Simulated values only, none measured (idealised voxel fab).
Proc. module: voxel lift off
Cross-sectional view cut (width: 245 nm; square cell size: 5 nm).
Cross-section spec: square-cell grid; bands listed top down; each band is one or more rows. A band entry consists of two parts. The first gives the height of the band's top and the height of its bottom, in nm. The rest lists the band's materials from left to right, each with its width in nm. A single material labelled with the word "edge to edge" fills the band from edge to edge, and the word "empty" marks empty space. Heights are expressed relative to 0, this being the level below which the as-received wafer comprises one material exclusively. The lowest band is unbounded in the downward direction and is denoted as in "0 -> down". Graded width ("30..40"): value in top row of band = first number; value in bottom row = second number; row-to-row change constant. It should be understood that the words "no alteration", when stated for a given step, signify that the cross-section underwent no change in any of its cells during that step. "Fully sealed voids" specifies each empty space that is not open to the top and that occupies no fewer than 8 cells, using the form width x height at distance, the distance measured from the left edge and all three quantities in nm. If you see something after the settings on a step's line, that's the simulator's own remark about that step. The "overlay nm" setting may appear on a step's line; for a step that uses a mask, it gives how far to the right of its planned position the mask lay, and a negative value indicates the left.
### List of planned process steps
1) RECEIVE: material Si
2) CONFORMAL_DEP: material Al2O3, thk nm 5
3) PATTERN: tone open, mask id LINES, material resist, width nm 25, pitch nm 45, thk nm 20, overlay nm 0
4) DIRECTIONAL_DEP: material Ru, thk nm 5
5) STRIP: etch materials resist
6) CONFORMAL_DEP: material SiO2, thk nm 10
### Below: the first of two wafers, run as planned
### As-received wafer cross-section (after step 1)
0 -> down: Si edge to edge
Fully sealed voids: none
### After step 2, in cross-section
5 -> 0: Al2O3 edge to edge
Under the height 0 nothing was changed.
### After step 3, in cross-section
25 -> 5: resist 40 nm, empty 25 nm, resist 20 nm, empty 25 nm, resist 20 nm, empty 25 nm, resist 20 nm, empty 25 nm, resist 45 nm
Under the height 5 nothing was changed.
### After step 4, in cross-section
30 -> 25: Ru 40 nm, empty 25 nm, Ru 20 nm, empty 25 nm, Ru 20 nm, empty 25 nm, Ru 20 nm, empty 25 nm, Ru 45 nm
25 -> 10: resist 40 nm, empty 25 nm, resist 20 nm, empty 25 nm, resist 20 nm, empty 25 nm, resist 20 nm, empty 25 nm, resist 45 nm
10 -> 5: resist 40 nm, Ru 25 nm, resist 20 nm, Ru 25 nm, resist 20 nm, Ru 25 nm, resist 20 nm, Ru 25 nm, resist 45 nm
Under the height 5 nothing was changed.
### After step 5, in cross-section
10 -> 5: empty 40 nm, Ru 25 nm, empty 20 nm, Ru 25 nm, empty 20 nm, Ru 25 nm, empty 20 nm, Ru 25 nm, empty 45 nm
Under the height 5 nothing was changed.
### After step 6, in cross-section
20 -> 15: empty 30 nm, SiO2 180 nm, empty 35 nm
15 -> 10: SiO2 edge to edge
10 -> 5: SiO2 40 nm, Ru 25 nm, SiO2 20 nm, Ru 25 nm, SiO2 20 nm, Ru 25 nm, SiO2 20 nm, Ru 25 nm, SiO2 45 nm
Under the height 5 nothing was changed.
### Wafer two of the pair: same origin, same plan, one error during the run; identical to wafer one up to and including step 5
### Second wafer, cross-section, planned end of step 6
25 -> 20: empty 25 nm, SiO2 190 nm, empty 30 nm
20 -> 10: SiO2 edge to edge
10 -> 5: SiO2 40 nm, Ru 25 nm, SiO2 20 nm, Ru 25 nm, SiO2 20 nm, Ru 25 nm, SiO2 20 nm, Ru 25 nm, SiO2 45 nm
Under the height 5 nothing was changed.
What broke from the plan during processing? in deviation from the planned setting, step 6 was conducted as CONFORMAL_DEP: material SiO2, thk nm 15
End of process, cell counts, second wafer against first, materials with more or fewer: SiO2 +51
